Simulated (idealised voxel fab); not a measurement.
voxel lift off: a process module
Displayed cross-section: cut, width of 220 nm, square cells sized 5 nm.
We lay out every cross-section as a grid of square cells and spell it out in bands from the top down, where one band means one or more rows of cells. Read a band's entry like this: the first values are the height of its top and the height of its bottom in nm, and what follows is the sequence of materials from left to right, each with its width in nm. Note that "empty" is empty space, and that a single material marked "all across" reaches across the band from edge to edge. Heights are measured from 0, the level below which the as-received wafer is all one material; the lowest band has no bottom and continues downward, written as in "0 nm and below". You'd read "30..40" like this: the band's top row of cells is as wide as the first number, its bottom row is as wide as the second, and going down, every row changes width by the same amount as the row before did. "nothing changed" for a step: no cell of the cross-section changed in that step. In "Trapped cavities" the enclosed voids are listed, meaning empty spaces of 8 cells or larger without any opening to the top. The form is width x height at distance, distance from the left edge, units nm. Read whatever lies past the settings on a step's line as the simulator's own remark about the step. overlay nm, on a step with a mask: how far to the right of its planned place the mask lay; to the left if negative.

**Planned step list for the process**
| 1 | RECEIVE [material Si] |
| 2 | CONFORMAL_DEP [material SiN] [thk nm 15] |
| 3 | PATTERN [tone open] [mask id LINES] [material resist] [width nm 25] [pitch nm 40] [thk nm 20] [overlay nm 0] |
| 4 | DIRECTIONAL_DEP [material Ru] [thk nm 5] |
| 5 | STRIP [etch materials resist] |
| 6 | CONFORMAL_DEP [material SiN] [thk nm 5] |
The value of thk nm given for step 6 in the plan refers to the first wafer; the wafers vary in this setting and are alike at the start.

**Cross-section of the first of several wafers on receipt, reflecting completion of step 1**
  0 nm and below: Si all across
  Trapped cavities: none

**Per wafer (row), end of module: delta in cells per material since receipt, (+) for gained, (-) for lost; closed voids after that**
thk nm 5, +15 Ru, +182 SiN, Trapped cavities: none
thk nm 10, +15 Ru, +230 SiN, Trapped cavities: none
thk nm 15, +15 Ru, +276 SiN, Trapped cavities: none
thk nm 20, +15 Ru, +322 SiN, Trapped cavities: none
